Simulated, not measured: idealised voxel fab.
This is a process module. Its name is voxel transistor to metal.
The width of the displayed cross-section, cut, is 160 nm; its cells are square, with a size of 5 nm.
Just so we're on the same page, the cross-sections are grids of square cells, and they're listed out in bands top to bottom, each band one or more rows deep.
Read a band's entry like this: the first values are the height of its top and the height of its bottom in nm, and what follows is the sequence of materials from left to right, each with its width in nm. Note that "air" is empty space, and that a single material marked "throughout" reaches across the band from edge to edge.
Height is counted from the level 0, under which the received wafer is composed throughout of one material. The lowest of the bands is not closed at the bottom but continues downward, in the notation "from 0 down".
Think of "30->40" as a width that walks from the first number to the second as you go down the band, top row to bottom row, taking equal-sized steps from row to row.
Where a step carries "no modifications", the cross-section came out of it unchanged, cell for cell.
Basically, "Closed void listing" tells you about the enclosed voids: empty spaces with no open way to the top, 8 cells or bigger, each written width x height at distance, where distance is from the left edge, all in nm.
If you see something after the settings on a step's line, that's the simulator's own remark about that step.
overlay nm: step with mask; distance mask lay right of planned place; negative value = left of planned place.
## The planned process steps are enumerated hereunder
1,RECEIVE with material Si
2,CONFORMAL_DEP with material SiO2, thk nm 5
3,CONFORMAL_DEP with material SiN, thk nm 10
4,MASKED_ETCH with tone cover, mask id ACTIVE, width nm 125, etch materials SiN, depth nm 10, overlay nm 0
5,MASKED_ETCH with tone cover, mask id ACTIVE, width nm 125, etch materials SiO2, depth nm 5, overlay nm 0
6,MASKED_ETCH with tone cover, mask id ACTIVE, width nm 125, etch materials Si, depth nm 20, overlay nm 0
7,OXIDIZE with depth nm 5
8,FILL_DEP with material SiO2, thk nm 5
9,CMP with height nm 15
10,SELECTIVE_ETCH with etch materials SiO2, depth nm 10
11,STRIP with etch materials SiN
12,SELECTIVE_ETCH with etch materials SiO2, depth nm 5
13,OXIDIZE with depth nm 5
14,DIRECTIONAL_DEP with material polySi, thk nm 25
15,DIRECTIONAL_DEP with material SiCN, thk nm 15
16,PATTERN with tone cover, mask id GATE, material resist, width nm 35, thk nm 15, overlay nm 0
17,DIRECTIONAL_ETCH with etch materials SiCN, depth nm 25
18,DIRECTIONAL_ETCH with etch materials polySi, depth nm 35
19,STRIP with etch materials resist
20,CONFORMAL_DEP with material SiO2, thk nm 5
21,DIRECTIONAL_ETCH with etch materials SiO2, depth nm 5
22,CONFORMAL_DEP with material SiN, thk nm 10
23,DIRECTIONAL_ETCH with etch materials SiN, depth nm 10
24,DIRECTIONAL_ETCH with etch materials SiO2, depth nm 5
25,EPI with material SiGe, thk nm 5
26,FILL_DEP with material SiO2, thk nm 5
27,CMP with height nm 25
28,STRIP with etch materials polySi
29,SELECTIVE_ETCH with etch materials SiO2, depth nm 5
30,CONFORMAL_DEP with material HfO2, thk nm 5
31,CONFORMAL_DEP with material TiN, thk nm 5
32,FILL_DEP with material W, thk nm 10
33,CMP with height nm 20
34,DIRECTIONAL_DEP with material SiO2, thk nm 15
35,MASKED_ETCH with tone open, mask id CONTACT, width nm 20, pitch nm 85, etch materials SiO2, depth nm 35, overlay nm 0
36,CONFORMAL_DEP with material TiN, thk nm 5
37,FILL_DEP with material Ru, thk nm 5
38,CMP with height nm 35
39,CONFORMAL_DEP with material SiCN, thk nm 5
40,DIRECTIONAL_DEP with material SiO2, thk nm 20
41,DIRECTIONAL_DEP with material aC, thk nm 10
42,PATTERN with tone open, mask id METAL_1, material resist, width nm 20, pitch nm 85, thk nm 25, overlay nm 0
43,DIRECTIONAL_ETCH with etch materials aC, depth nm 10
44,STRIP with etch materials resist
45,DIRECTIONAL_ETCH with etch materials SiO2, depth nm 20
46,DIRECTIONAL_ETCH with etch materials SiCN, depth nm 5
47,STRIP with etch materials aC
48,CONFORMAL_DEP with material TiN, thk nm 5
49,FILL_DEP with material Cu, thk nm 5
50,CMP with height nm 60
51,CONFORMAL_DEP with material SiCN, thk nm 5
52,DIRECTIONAL_DEP with material lowk, thk nm 25
53,PATTERN with tone open, mask id METAL_2, material resist, width nm 20, pitch nm 85, thk nm 20, overlay nm 0
54,DIRECTIONAL_ETCH with etch materials lowk, depth nm 15
55,STRIP with etch materials resist
56,MASKED_ETCH with tone open, mask id METAL_2_HOLES, width nm 15, pitch nm 85, etch materials lowk, depth nm 10, overlay nm 0
57,MASKED_ETCH with tone open, mask id METAL_2_HOLES, width nm 15, pitch nm 85, etch materials SiCN, depth nm 5, overlay nm 0
58,CONFORMAL_DEP with material TiN, thk nm 5
59,FILL_DEP with material Cu, thk nm 10
60,CMP with height nm 90
61,CONFORMAL_DEP with material SiN, thk nm 5
## First wafer, two in total, run as planned
## Delivered wafer in cross-section: state after step 1
  from 0 down | Si throughout
  Closed void listing: none
## Take a look at the wafer's cross-section after step 2
  from 5 to 0 | SiO2 throughout
  below 0: unchanged
## Take a look at the wafer's cross-section after step 3
  from 15 to 5 | SiN throughout
  below 5: unchanged
## Take a look at the wafer's cross-section after step 4
  from 15 to 5 | air=15  SiN=125  air=20
  below 5: unchanged
## Take a look at the wafer's cross-section after step 5
  from 15 to 5 | air=15  SiN=125  air=20
  from 5 to 0 | air=15  SiO2=125  air=20
  below 0: unchanged
## Take a look at the wafer's cross-section after step 6
  from 15 to 5 | air=15  SiN=125  air=20
  from 5 to 0 | air=15  SiO2=125  air=20
  from 0 to -20 | air=15  Si=125  air=20
  below -20: unchanged
## Take a look at the wafer's cross-section after step 7
  from 15 to 5 | air=15  SiN=125  air=20
  from 5 to 0 | air=15  SiO2=125  air=20
  from 0 to -20 | air=15  SiO2=5  Si=115  SiO2=5  air=20
  from -20 to -25 | SiO2=20  Si=115  SiO2=25
  below -25: unchanged
## Take a look at the wafer's cross-section after step 8
  from 20 to 15 | SiO2 throughout
  from 15 to 5 | SiO2=15  SiN=125  SiO2=20
  from 5 to 0 | SiO2 throughout
  from 0 to -25 | SiO2=20  Si=115  SiO2=25
  below -25: unchanged
## Take a look at the wafer's cross-section after step 9
  from 15 to 5 | SiO2=15  SiN=125  SiO2=20
  below 5: unchanged
## Take a look at the wafer's cross-section after step 10
  from 15 to 5 | air=15  SiN=125  air=20
  below 5: unchanged
## Take a look at the wafer's cross-section after step 11
  from 5 to 0 | SiO2 throughout
  below 0: unchanged
## Take a look at the wafer's cross-section after step 12
  from 0 to -25 | SiO2=20  Si=115  SiO2=25
  below -25: unchanged
## Take a look at the wafer's cross-section after step 13
  from 0 to -5 | SiO2 throughout
  below -5: unchanged
## Take a look at the wafer's cross-section after step 14
  from 25 to 0 | polySi throughout
  below 0: unchanged
## Take a look at the wafer's cross-section after step 15
  from 40 to 25 | SiCN throughout
  below 25: unchanged
## Take a look at the wafer's cross-section after step 16
  from 55 to 40 | air=60  resist=35  air=65
  below 40: unchanged
## Take a look at the wafer's cross-section after step 17
  from 55 to 40 | air=60  resist=35  air=65
  from 40 to 25 | air=60  SiCN=35  air=65
  below 25: unchanged
## Take a look at the wafer's cross-section after step 18
  from 55 to 40 | air=60  resist=35  air=65
  from 40 to 25 | air=60  SiCN=35  air=65
  from 25 to 0 | air=60  polySi=35  air=65
  below 0: unchanged
## Take a look at the wafer's cross-section after step 19
  from 40 to 25 | air=60  SiCN=35  air=65
  below 25: unchanged
## Take a look at the wafer's cross-section after step 20
  from 45 to 40 | air=55  SiO2=45  air=60
  from 40 to 25 | air=55  SiO2=5  SiCN=35  SiO2=5  air=60
  from 25 to 5 | air=55  SiO2=5  polySi=35  SiO2=5  air=60
  from 5 to 0 | SiO2=60  polySi=35  SiO2=65
  below 0: unchanged
## Take a look at the wafer's cross-section after step 21
  from 40 to 25 | air=55  SiO2=5  SiCN=35  SiO2=5  air=60
  from 25 to 0 | air=55  SiO2=5  polySi=35  SiO2=5  air=60
  below 0: unchanged
## Take a look at the wafer's cross-section after step 22
  from 50 to 40 | air=45  SiN=65  air=50
  from 40 to 25 | air=45  SiN=10  SiO2=5  SiCN=35  SiO2=5  SiN=10  air=50
  from 25 to 10 | air=45  SiN=10  SiO2=5  polySi=35  SiO2=5  SiN=10  air=50
  from 10 to 0 | SiN=55  SiO2=5  polySi=35  SiO2=5  SiN=60
  below 0: unchanged
## Take a look at the wafer's cross-section after step 23
  from 40 to 25 | air=45  SiN=10  SiO2=5  SiCN=35  SiO2=5  SiN=10  air=50
  from 25 to 0 | air=45  SiN=10  SiO2=5  polySi=35  SiO2=5  SiN=10  air=50
  below 0: unchanged
## Take a look at the wafer's cross-section after step 24
  from 40 to 35 | air=45  SiN=10  air=5  SiCN=35  air=5  SiN=10  air=50
  from 35 to 25 | air=45  SiN=10  SiO2=5  SiCN=35  SiO2=5  SiN=10  air=50
  from 25 to 0 | air=45  SiN=10  SiO2=5  polySi=35  SiO2=5  SiN=10  air=50
  from 0 to -5 | air=45  SiO2=65  air=50
  below -5: unchanged
## Take a look at the wafer's cross-section after step 25
  from 40 to 35 | air=45  SiN=10  air=5  SiCN=35  air=5  SiN=10  air=50
  from 35 to 25 | air=45  SiN=10  SiO2=5  SiCN=35  SiO2=5  SiN=10  air=50
  from 25 to 0 | air=45  SiN=10  SiO2=5  polySi=35  SiO2=5  SiN=10  air=50
  from 0 to -5 | air=15  SiGe=30  SiO2=65  SiGe=30  air=20
  below -5: unchanged
## Take a look at the wafer's cross-section after step 26
  from 45 to 40 | SiO2 throughout
  from 40 to 25 | SiO2=45  SiN=10  SiO2=5  SiCN=35  SiO2=5  SiN=10  SiO2=50
  from 25 to 0 | SiO2=45  SiN=10  SiO2=5  polySi=35  SiO2=5  SiN=10  SiO2=50
  from 0 to -5 | SiO2=15  SiGe=30  SiO2=65  SiGe=30  SiO2=20
  below -5: unchanged
## Take a look at the wafer's cross-section after step 27
  from 25 to 0 | SiO2=45  SiN=10  SiO2=5  polySi=35  SiO2=5  SiN=10  SiO2=50
  below 0: unchanged
## Take a look at the wafer's cross-section after step 28
  from 25 to 0 | SiO2=45  SiN=10  SiO2=5  air=35  SiO2=5  SiN=10  SiO2=50
  below 0: unchanged
## Take a look at the wafer's cross-section after step 29
  from 25 to 20 | air=45  SiN=10  air=45  SiN=10  air=50
  from 20 to 0 | SiO2=45  SiN=10  air=45  SiN=10  SiO2=50
  from 0 to -5 | SiO2=15  SiGe=30  SiO2=10  air=45  SiO2=10  SiGe=30  SiO2=20
  below -5: unchanged
## Take a look at the wafer's cross-section after step 30
  from 30 to 25 | air=40  HfO2=20  air=35  HfO2=20  air=45
  from 25 to 20 | HfO2=45  SiN=10  HfO2=5  air=35  HfO2=5  SiN=10  HfO2=50
  from 20 to 0 | SiO2=45  SiN=10  HfO2=5  air=35  HfO2=5  SiN=10  SiO2=50
  from 0 to -5 | SiO2=15  SiGe=30  SiO2=10  HfO2=45  SiO2=10  SiGe=30  SiO2=20
  below -5: unchanged
## Take a look at the wafer's cross-section after step 31
  from 35 to 30 | air=35  TiN=30  air=25  TiN=30  air=40
  from 30 to 25 | TiN=40  HfO2=20  TiN=5  air=25  TiN=5  HfO2=20  TiN=45
  from 25 to 20 | HfO2=45  SiN=10  HfO2=5  TiN=5  air=25  TiN=5  HfO2=5  SiN=10  HfO2=50
  from 20 to 5 | SiO2=45  SiN=10  HfO2=5  TiN=5  air=25  TiN=5  HfO2=5  SiN=10  SiO2=50
  from 5 to 0 | SiO2=45  SiN=10  HfO2=5  TiN=35  HfO2=5  SiN=10  SiO2=50
  below 0: unchanged
## Take a look at the wafer's cross-section after step 32
  from 45 to 35 | W throughout
  from 35 to 30 | W=35  TiN=30  W=25  TiN=30  W=40
  from 30 to 25 | TiN=40  HfO2=20  TiN=5  W=25  TiN=5  HfO2=20  TiN=45
  from 25 to 20 | HfO2=45  SiN=10  HfO2=5  TiN=5  W=25  TiN=5  HfO2=5  SiN=10  HfO2=50
  from 20 to 5 | SiO2=45  SiN=10  HfO2=5  TiN=5  W=25  TiN=5  HfO2=5  SiN=10  SiO2=50
  below 5: unchanged
## Take a look at the wafer's cross-section after step 33
  from 20 to 5 | SiO2=45  SiN=10  HfO2=5  TiN=5  W=25  TiN=5  HfO2=5  SiN=10  SiO2=50
  below 5: unchanged
## Take a look at the wafer's cross-section after step 34
  from 35 to 20 | SiO2 throughout
  below 20: unchanged
## Take a look at the wafer's cross-section after step 35
  from 35 to 20 | SiO2=25  air=20  SiO2=65  air=20  SiO2=30
  from 20 to 5 | SiO2=25  air=20  SiN=10  HfO2=5  TiN=5  W=25  TiN=5  HfO2=5  SiN=10  air=20  SiO2=30
  from 5 to 0 | SiO2=25  air=20  SiN=10  HfO2=5  TiN=35  HfO2=5  SiN=10  air=20  SiO2=30
  below 0: unchanged
## Take a look at the wafer's cross-section after step 36
  from 40 to 35 | TiN=30  air=10  TiN=75  air=10  TiN=35
  from 35 to 20 | SiO2=25  TiN=5  air=10  TiN=5  SiO2=65  TiN=5  air=10  TiN=5  SiO2=30
  from 20 to 5 | SiO2=25  TiN=5  air=10  TiN=5  SiN=10  HfO2=5  TiN=5  W=25  TiN=5  HfO2=5  SiN=10  TiN=5  air=10  TiN=5  SiO2=30
  from 5 to 0 | SiO2=25  TiN=20  SiN=10  HfO2=5  TiN=35  HfO2=5  SiN=10  TiN=20  SiO2=30
  below 0: unchanged
## Take a look at the wafer's cross-section after step 37
  from 45 to 40 | Ru throughout
  from 40 to 35 | TiN=30  Ru=10  TiN=75  Ru=10  TiN=35
  from 35 to 20 | SiO2=25  TiN=5  Ru=10  TiN=5  SiO2=65  TiN=5  Ru=10  TiN=5  SiO2=30
  from 20 to 5 | SiO2=25  TiN=5  Ru=10  TiN=5  SiN=10  HfO2=5  TiN=5  W=25  TiN=5  HfO2=5  SiN=10  TiN=5  Ru=10  TiN=5  SiO2=30
  below 5: unchanged
## Take a look at the wafer's cross-section after step 38
  from 35 to 20 | SiO2=25  TiN=5  Ru=10  TiN=5  SiO2=65  TiN=5  Ru=10  TiN=5  SiO2=30
  below 20: unchanged
## Take a look at the wafer's cross-section after step 39
  from 40 to 35 | SiCN throughout
  below 35: unchanged
## Take a look at the wafer's cross-section after step 40
  from 60 to 40 | SiO2 throughout
  below 40: unchanged
## Take a look at the wafer's cross-section after step 41
  from 70 to 60 | aC throughout
  below 60: unchanged
## Take a look at the wafer's cross-section after step 42
  from 95 to 70 | resist=25  air=20  resist=65  air=20  resist=30
  below 70: unchanged
## Take a look at the wafer's cross-section after step 43
  from 85 to 70 | resist=25  air=20  resist=65  air=20  resist=30
  from 70 to 60 | aC=25  air=20  aC=65  air=20  aC=30
  below 60: unchanged
## Take a look at the wafer's cross-section after step 44
  from 70 to 60 | aC=25  air=20  aC=65  air=20  aC=30
  below 60: unchanged
## Take a look at the wafer's cross-section after step 45
  from 70 to 60 | aC=25  air=20  aC=65  air=20  aC=30
  from 60 to 40 | SiO2=25  air=20  SiO2=65  air=20  SiO2=30
  below 40: unchanged
## Take a look at the wafer's cross-section after step 46
  from 70 to 60 | aC=25  air=20  aC=65  air=20  aC=30
  from 60 to 40 | SiO2=25  air=20  SiO2=65  air=20  SiO2=30
  from 40 to 35 | SiCN=25  air=20  SiCN=65  air=20  SiCN=30
  below 35: unchanged
## Take a look at the wafer's cross-section after step 47
  from 60 to 40 | SiO2=25  air=20  SiO2=65  air=20  SiO2=30
  below 40: unchanged
## Take a look at the wafer's cross-section after step 48
  from 65 to 60 | TiN=30  air=10  TiN=75  air=10  TiN=35
  from 60 to 40 | SiO2=25  TiN=5  air=10  TiN=5  SiO2=65  TiN=5  air=10  TiN=5  SiO2=30
  from 40 to 35 | SiCN=25  TiN=20  SiCN=65  TiN=20  SiCN=30
  below 35: unchanged
## Take a look at the wafer's cross-section after step 49
  from 70 to 65 | Cu throughout
  from 65 to 60 | TiN=30  Cu=10  TiN=75  Cu=10  TiN=35
  from 60 to 40 | SiO2=25  TiN=5  Cu=10  TiN=5  SiO2=65  TiN=5  Cu=10  TiN=5  SiO2=30
  below 40: unchanged
## Take a look at the wafer's cross-section after step 50
  from 60 to 40 | SiO2=25  TiN=5  Cu=10  TiN=5  SiO2=65  TiN=5  Cu=10  TiN=5  SiO2=30
  below 40: unchanged
## Take a look at the wafer's cross-section after step 51
  from 65 to 60 | SiCN throughout
  below 60: unchanged
## Take a look at the wafer's cross-section after step 52
  from 90 to 65 | lowk throughout
  below 65: unchanged
## Take a look at the wafer's cross-section after step 53
  from 110 to 90 | resist=25  air=20  resist=65  air=20  resist=30
  below 90: unchanged
## Take a look at the wafer's cross-section after step 54
  from 110 to 90 | resist=25  air=20  resist=65  air=20  resist=30
  from 90 to 75 | lowk=25  air=20  lowk=65  air=20  lowk=30
  below 75: unchanged
## Take a look at the wafer's cross-section after step 55
  from 90 to 75 | lowk=25  air=20  lowk=65  air=20  lowk=30
  below 75: unchanged
## Take a look at the wafer's cross-section after step 56
  from 90 to 75 | lowk=25  air=20  lowk=65  air=20  lowk=30
  from 75 to 65 | lowk=25  air=15  lowk=70  air=15  lowk=35
  below 65: unchanged
## Take a look at the wafer's cross-section after step 57
  from 90 to 75 | lowk=25  air=20  lowk=65  air=20  lowk=30
  from 75 to 65 | lowk=25  air=15  lowk=70  air=15  lowk=35
  from 65 to 60 | SiCN=25  air=15  SiCN=70  air=15  SiCN=35
  below 60: unchanged
## Take a look at the wafer's cross-section after step 58
  from 95 to 90 | TiN=30  air=10  TiN=75  air=10  TiN=35
  from 90 to 80 | lowk=25  TiN=5  air=10  TiN=5  lowk=65  TiN=5  air=10  TiN=5  lowk=30
  from 80 to 75 | lowk=25  TiN=5  air=5  TiN=10  lowk=65  TiN=5  air=5  TiN=10  lowk=30
  from 75 to 65 | lowk=25  TiN=5  air=5  TiN=5  lowk=70  TiN=5  air=5  TiN=5  lowk=35
  from 65 to 60 | SiCN=25  TiN=15  SiCN=70  TiN=15  SiCN=35
  below 60: unchanged
## Take a look at the wafer's cross-section after step 59
  from 105 to 95 | Cu throughout
  from 95 to 90 | TiN=30  Cu=10  TiN=75  Cu=10  TiN=35
  from 90 to 80 | lowk=25  TiN=5  Cu=10  TiN=5  lowk=65  TiN=5  Cu=10  TiN=5  lowk=30
  from 80 to 75 | lowk=25  TiN=5  Cu=5  TiN=10  lowk=65  TiN=5  Cu=5  TiN=10  lowk=30
  from 75 to 65 | lowk=25  TiN=5  Cu=5  TiN=5  lowk=70  TiN=5  Cu=5  TiN=5  lowk=35
  below 65: unchanged
## Take a look at the wafer's cross-section after step 60
  from 90 to 80 | lowk=25  TiN=5  Cu=10  TiN=5  lowk=65  TiN=5  Cu=10  TiN=5  lowk=30
  below 80: unchanged
## Take a look at the wafer's cross-section after step 61
  from 95 to 90 | SiN throughout
  below 90: unchanged
## The remaining wafer, second of the two, started like the first and was run to the same plan, except that one mistake was made along the way; the two coincide through step 15, inclusive
## X-section, second wafer, when step 16 was due to finish
  from 55 to 40 | resist=60  air=35  resist=65
  below 40: unchanged
## X-section, second wafer, when step 17 was due to finish
  from 55 to 40 | resist=60  air=35  resist=65
  from 40 to 25 | SiCN=60  air=35  SiCN=65
  below 25: unchanged
## X-section, second wafer, when step 18 was due to finish
  from 55 to 40 | resist=60  air=35  resist=65
  from 40 to 25 | SiCN=60  air=35  SiCN=65
  from 25 to 0 | polySi=60  air=35  polySi=65
  below 0: unchanged
## X-section, second wafer, when step 19 was due to finish
  from 40 to 25 | SiCN=60  air=35  SiCN=65
  below 25: unchanged
## X-section, second wafer, when step 20 was due to finish
  from 45 to 40 | SiO2=65  air=25  SiO2=70
  from 40 to 25 | SiCN=60  SiO2=5  air=25  SiO2=5  SiCN=65
  from 25 to 5 | polySi=60  SiO2=5  air=25  SiO2=5  polySi=65
  from 5 to 0 | polySi=60  SiO2=35  polySi=65
  below 0: unchanged
## X-section, second wafer, when step 21 was due to finish
  from 40 to 25 | SiCN=60  SiO2=5  air=25  SiO2=5  SiCN=65
  from 25 to 0 | polySi=60  SiO2=5  air=25  SiO2=5  polySi=65
  below 0: unchanged
## X-section, second wafer, when step 22 was due to finish
  from 50 to 40 | SiN=75  air=5  SiN=80
  from 40 to 25 | SiCN=60  SiO2=5  SiN=10  air=5  SiN=10  SiO2=5  SiCN=65
  from 25 to 10 | polySi=60  SiO2=5  SiN=10  air=5  SiN=10  SiO2=5  polySi=65
  from 10 to 0 | polySi=60  SiO2=5  SiN=25  SiO2=5  polySi=65
  below 0: unchanged
## X-section, second wafer, when step 23 was due to finish
  from 40 to 25 | SiCN=60  SiO2=5  SiN=10  air=5  SiN=10  SiO2=5  SiCN=65
  from 25 to 0 | polySi=60  SiO2=5  SiN=10  air=5  SiN=10  SiO2=5  polySi=65
  below 0: unchanged
## X-section, second wafer, when step 24 was due to finish
  from 40 to 35 | SiCN=60  air=5  SiN=10  air=5  SiN=10  air=5  SiCN=65
  from 35 to 25 | SiCN=60  SiO2=5  SiN=10  air=5  SiN=10  SiO2=5  SiCN=65
  from 25 to 0 | polySi=60  SiO2=5  SiN=10  air=5  SiN=10  SiO2=5  polySi=65
  from 0 to -5 | SiO2=75  air=5  SiO2=80
  below -5: unchanged
## X-section, second wafer, when step 25 was due to finish
  from 40 to 35 | SiCN=60  air=5  SiN=10  air=5  SiN=10  air=5  SiCN=65
  from 35 to 25 | SiCN=60  SiO2=5  SiN=10  air=5  SiN=10  SiO2=5  SiCN=65
  from 25 to 0 | polySi=60  SiO2=5  SiN=10  air=5  SiN=10  SiO2=5  polySi=65
  from 0 to -5 | SiO2=75  SiGe=5  SiO2=80
  below -5: unchanged
## X-section, second wafer, when step 26 was due to finish
  from 45 to 40 | SiO2 throughout
  from 40 to 25 | SiCN=60  SiO2=5  SiN=10  SiO2=5  SiN=10  SiO2=5  SiCN=65
  from 25 to 0 | polySi=60  SiO2=5  SiN=10  SiO2=5  SiN=10  SiO2=5  polySi=65
  below 0: unchanged
## X-section, second wafer, when step 27 was due to finish
  from 25 to 0 | polySi=60  SiO2=5  SiN=10  SiO2=5  SiN=10  SiO2=5  polySi=65
  below 0: unchanged
## X-section, second wafer, when step 28 was due to finish
  from 25 to 0 | air=60  SiO2=5  SiN=10  SiO2=5  SiN=10  SiO2=5  air=65
  below 0: unchanged
## X-section, second wafer, when step 29 was due to finish
  from 25 to 20 | air=65  SiN=10  air=5  SiN=10  air=70
  from 20 to 0 | air=65  SiN=10  SiO2=5  SiN=10  air=70
  from 0 to -5 | air=65  SiO2=10  SiGe=5  SiO2=10  air=70
  below -5: unchanged
## X-section, second wafer, when step 30 was due to finish
  from 30 to 25 | air=60  HfO2=35  air=65
  from 25 to 20 | air=60  HfO2=5  SiN=10  HfO2=5  SiN=10  HfO2=5  air=65
  from 20 to 0 | air=60  HfO2=5  SiN=10  SiO2=5  SiN=10  HfO2=5  air=65
  from 0 to -5 | HfO2=65  SiO2=10  SiGe=5  SiO2=10  HfO2=70
  below -5: unchanged
## X-section, second wafer, when step 31 was due to finish
  from 35 to 30 | air=55  TiN=45  air=60
  from 30 to 25 | air=55  TiN=5  HfO2=35  TiN=5  air=60
  from 25 to 20 | air=55  TiN=5  HfO2=5  SiN=10  HfO2=5  SiN=10  HfO2=5  TiN=5  air=60
  from 20 to 5 | air=55  TiN=5  HfO2=5  SiN=10  SiO2=5  SiN=10  HfO2=5  TiN=5  air=60
  from 5 to 0 | TiN=60  HfO2=5  SiN=10  SiO2=5  SiN=10  HfO2=5  TiN=65
  below 0: unchanged
## X-section, second wafer, when step 32 was due to finish
  from 45 to 35 | W throughout
  from 35 to 30 | W=55  TiN=45  W=60
  from 30 to 25 | W=55  TiN=5  HfO2=35  TiN=5  W=60
  from 25 to 20 | W=55  TiN=5  HfO2=5  SiN=10  HfO2=5  SiN=10  HfO2=5  TiN=5  W=60
  from 20 to 5 | W=55  TiN=5  HfO2=5  SiN=10  SiO2=5  SiN=10  HfO2=5  TiN=5  W=60
  below 5: unchanged
## X-section, second wafer, when step 33 was due to finish
  from 20 to 5 | W=55  TiN=5  HfO2=5  SiN=10  SiO2=5  SiN=10  HfO2=5  TiN=5  W=60
  below 5: unchanged
## X-section, second wafer, when step 34 was due to finish
  from 35 to 20 | SiO2 throughout
  below 20: unchanged
## X-section, second wafer, when step 35 was due to finish
  from 35 to 20 | SiO2=25  air=20  SiO2=65  air=20  SiO2=30
  below 20: unchanged
## X-section, second wafer, when step 36 was due to finish
  from 40 to 35 | TiN=30  air=10  TiN=75  air=10  TiN=35
  from 35 to 25 | SiO2=25  TiN=5  air=10  TiN=5  SiO2=65  TiN=5  air=10  TiN=5  SiO2=30
  from 25 to 20 | SiO2=25  TiN=20  SiO2=65  TiN=20  SiO2=30
  below 20: unchanged
## X-section, second wafer, when step 37 was due to finish
  from 45 to 40 | Ru throughout
  from 40 to 35 | TiN=30  Ru=10  TiN=75  Ru=10  TiN=35
  from 35 to 25 | SiO2=25  TiN=5  Ru=10  TiN=5  SiO2=65  TiN=5  Ru=10  TiN=5  SiO2=30
  below 25: unchanged
## X-section, second wafer, when step 38 was due to finish
  from 35 to 25 | SiO2=25  TiN=5  Ru=10  TiN=5  SiO2=65  TiN=5  Ru=10  TiN=5  SiO2=30
  below 25: unchanged
## X-section, second wafer, when step 39 was due to finish
  from 40 to 35 | SiCN throughout
  below 35: unchanged
## X-section, second wafer, when step 40 was due to finish
  from 60 to 40 | SiO2 throughout
  below 40: unchanged
## X-section, second wafer, when step 41 was due to finish
  from 70 to 60 | aC throughout
  below 60: unchanged
## X-section, second wafer, when step 42 was due to finish
  from 95 to 70 | resist=25  air=20  resist=65  air=20  resist=30
  below 70: unchanged
## X-section, second wafer, when step 43 was due to finish
  from 85 to 70 | resist=25  air=20  resist=65  air=20  resist=30
  from 70 to 60 | aC=25  air=20  aC=65  air=20  aC=30
  below 60: unchanged
## X-section, second wafer, when step 44 was due to finish
  from 70 to 60 | aC=25  air=20  aC=65  air=20  aC=30
  below 60: unchanged
## X-section, second wafer, when step 45 was due to finish
  from 70 to 60 | aC=25  air=20  aC=65  air=20  aC=30
  from 60 to 40 | SiO2=25  air=20  SiO2=65  air=20  SiO2=30
  below 40: unchanged
## X-section, second wafer, when step 46 was due to finish
  from 70 to 60 | aC=25  air=20  aC=65  air=20  aC=30
  from 60 to 40 | SiO2=25  air=20  SiO2=65  air=20  SiO2=30
  from 40 to 35 | SiCN=25  air=20  SiCN=65  air=20  SiCN=30
  below 35: unchanged
## X-section, second wafer, when step 47 was due to finish
  from 60 to 40 | SiO2=25  air=20  SiO2=65  air=20  SiO2=30
  below 40: unchanged
## X-section, second wafer, when step 48 was due to finish
  from 65 to 60 | TiN=30  air=10  TiN=75  air=10  TiN=35
  from 60 to 40 | SiO2=25  TiN=5  air=10  TiN=5  SiO2=65  TiN=5  air=10  TiN=5  SiO2=30
  from 40 to 35 | SiCN=25  TiN=20  SiCN=65  TiN=20  SiCN=30
  below 35: unchanged
## X-section, second wafer, when step 49 was due to finish
  from 70 to 65 | Cu throughout
  from 65 to 60 | TiN=30  Cu=10  TiN=75  Cu=10  TiN=35
  from 60 to 40 | SiO2=25  TiN=5  Cu=10  TiN=5  SiO2=65  TiN=5  Cu=10  TiN=5  SiO2=30
  below 40: unchanged
## X-section, second wafer, when step 50 was due to finish
  from 60 to 40 | SiO2=25  TiN=5  Cu=10  TiN=5  SiO2=65  TiN=5  Cu=10  TiN=5  SiO2=30
  below 40: unchanged
## X-section, second wafer, when step 51 was due to finish
  from 65 to 60 | SiCN throughout
  below 60: unchanged
## X-section, second wafer, when step 52 was due to finish
  from 90 to 65 | lowk throughout
  below 65: unchanged
## X-section, second wafer, when step 53 was due to finish
  from 110 to 90 | resist=25  air=20  resist=65  air=20  resist=30
  below 90: unchanged
## X-section, second wafer, when step 54 was due to finish
  from 110 to 90 | resist=25  air=20  resist=65  air=20  resist=30
  from 90 to 75 | lowk=25  air=20  lowk=65  air=20  lowk=30
  below 75: unchanged
## X-section, second wafer, when step 55 was due to finish
  from 90 to 75 | lowk=25  air=20  lowk=65  air=20  lowk=30
  below 75: unchanged
## X-section, second wafer, when step 56 was due to finish
  from 90 to 75 | lowk=25  air=20  lowk=65  air=20  lowk=30
  from 75 to 65 | lowk=25  air=15  lowk=70  air=15  lowk=35
  below 65: unchanged
## X-section, second wafer, when step 57 was due to finish
  from 90 to 75 | lowk=25  air=20  lowk=65  air=20  lowk=30
  from 75 to 65 | lowk=25  air=15  lowk=70  air=15  lowk=35
  from 65 to 60 | SiCN=25  air=15  SiCN=70  air=15  SiCN=35
  below 60: unchanged
## X-section, second wafer, when step 58 was due to finish
  from 95 to 90 | TiN=30  air=10  TiN=75  air=10  TiN=35
  from 90 to 80 | lowk=25  TiN=5  air=10  TiN=5  lowk=65  TiN=5  air=10  TiN=5  lowk=30
  from 80 to 75 | lowk=25  TiN=5  air=5  TiN=10  lowk=65  TiN=5  air=5  TiN=10  lowk=30
  from 75 to 65 | lowk=25  TiN=5  air=5  TiN=5  lowk=70  TiN=5  air=5  TiN=5  lowk=35
  from 65 to 60 | SiCN=25  TiN=15  SiCN=70  TiN=15  SiCN=35
  below 60: unchanged
## X-section, second wafer, when step 59 was due to finish
  from 105 to 95 | Cu throughout
  from 95 to 90 | TiN=30  Cu=10  TiN=75  Cu=10  TiN=35
  from 90 to 80 | lowk=25  TiN=5  Cu=10  TiN=5  lowk=65  TiN=5  Cu=10  TiN=5  lowk=30
  from 80 to 75 | lowk=25  TiN=5  Cu=5  TiN=10  lowk=65  TiN=5  Cu=5  TiN=10  lowk=30
  from 75 to 65 | lowk=25  TiN=5  Cu=5  TiN=5  lowk=70  TiN=5  Cu=5  TiN=5  lowk=35
  below 65: unchanged
## X-section, second wafer, when step 60 was due to finish
  from 90 to 80 | lowk=25  TiN=5  Cu=10  TiN=5  lowk=65  TiN=5  Cu=10  TiN=5  lowk=30
  below 80: unchanged
## X-section, second wafer, when step 61 was due to finish
  from 95 to 90 | SiN throughout
  below 90: unchanged
Plan not followed: step 16 ran differently from the plan; actual operation with settings: PATTERN with tone open, mask id GATE, material resist, width nm 35, thk nm 15, overlay nm 0
at the end the second wafer has, in cells: HfO2: 18 more | Ru: 16 fewer | SiGe: 11 fewer | SiO2: 47 fewer | TiN: 2 more | W: 54 more
